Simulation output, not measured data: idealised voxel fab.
Process module heading - voxel ribs on slabs
Shown is cross-section cut, with a width of 295 nm and square cells of size 5 nm.
Each cross-section below is a grid of square cells, stated as bands in top-down order, with one or more rows of cells making up each band.
Look at the band entry: it leads with the top's height and the bottom's height in nm. Then it lists the materials left to right, with a width in nm for each. The word "everywhere" on a single material says that material fills the band edge to edge. The word "blank" is empty space.
Zero point of the height axis is 0; under it, received wafer = one material. Lowest band: continues down indefinitely, "0 nm and below".
So if you see something like "30->40" for the width, read it as the top row of the band sitting at the first number and the bottom row at the second, with every row in between moving by the same amount as the last.
Given "stayed the same" for a step, no cell of the cross-section differs between before and after that step.
So "Fully sealed cavities" is basically the list of trapped voids: any empty space of 8 cells or more that can't reach the top through an opening. They're written width x height at distance, the distance being from the left edge, and it's all nm.
Formally, on a step line, whatever follows the settings is a remark that the simulator itself makes on the step.
overlay nm: for a step with a mask, the amount by which the mask lay right of where it was planned; a negative amount means left of it.
# Below is the list of planned process steps
- 1: RECEIVE, material Si
- 2: DIRECTIONAL_DEP, material SiO2, thk nm 25
- 3: DIRECTIONAL_DEP, material SiN, thk nm 25
- 4: PATTERN, tone cover, mask id RIB, material resist, width nm 15, thk nm 15, overlay nm 0
- 5: DIRECTIONAL_ETCH, etch materials SiN, depth nm 5
- 6: STRIP, etch materials resist
- 7: MASKED_ETCH, tone cover, mask id SLAB, width nm 55, etch materials SiN, depth nm 20, overlay nm 0
- 8: FILL_DEP, material SiO2, thk nm 30
- 9: CMP, height nm 70
- 10: DIRECTIONAL_DEP, material TiN, thk nm 10
- 11: MASKED_ETCH, tone cover, mask id HEATER, width nm 25, etch materials TiN, depth nm 10, overlay nm 0
- 12: CONFORMAL_DEP, material SiO2, thk nm 5
# as received, after step 1
* 0 nm and below | Si everywhere
* Fully sealed cavities: none
# End-of-module XS, first of two wafers, run as planned
* 85 nm to 80 nm | 130 nm blank; 35 nm SiO2; 130 nm blank
* 80 nm to 75 nm | 130 nm blank; 5 nm SiO2; 25 nm TiN; 5 nm SiO2; 130 nm blank
* 75 nm to 70 nm | 135 nm SiO2; 25 nm TiN; 135 nm SiO2
* 70 nm to 50 nm | SiO2 everywhere
* 50 nm to 45 nm | 140 nm SiO2; 15 nm SiN; 140 nm SiO2
* 45 nm to 25 nm | 120 nm SiO2; 55 nm SiN; 120 nm SiO2
* 25 nm to 0 nm | SiO2 everywhere
* 0 nm and below | Si everywhere
* Fully sealed cavities: none
# Second wafer through the module, sectioned at the end: same beginning and same plan as the first wafer, with one mistake in carrying it out
* 85 nm to 80 nm | 130 nm blank; 35 nm SiO2; 130 nm blank
* 80 nm to 75 nm | 130 nm blank; 5 nm SiO2; 25 nm TiN; 5 nm SiO2; 130 nm blank
* 75 nm to 70 nm | 135 nm SiO2; 25 nm TiN; 135 nm SiO2
* 70 nm to 60 nm | SiO2 everywhere
* 60 nm to 55 nm | 140 nm SiO2; 15 nm SiN; 140 nm SiO2
* 55 nm to 35 nm | 120 nm SiO2; 55 nm SiN; 120 nm SiO2
* 35 nm to 0 nm | SiO2 everywhere
* 0 nm and below | Si everywhere
* Fully sealed cavities: none
Which mistake was made when the wafer was run? step 2 was run on a setting that differed from the plan, and what really ran there is DIRECTIONAL_DEP, material SiO2, thk nm 35
Heads up: at the end the two wafers have identical cell counts per material, they're just laid out differently.
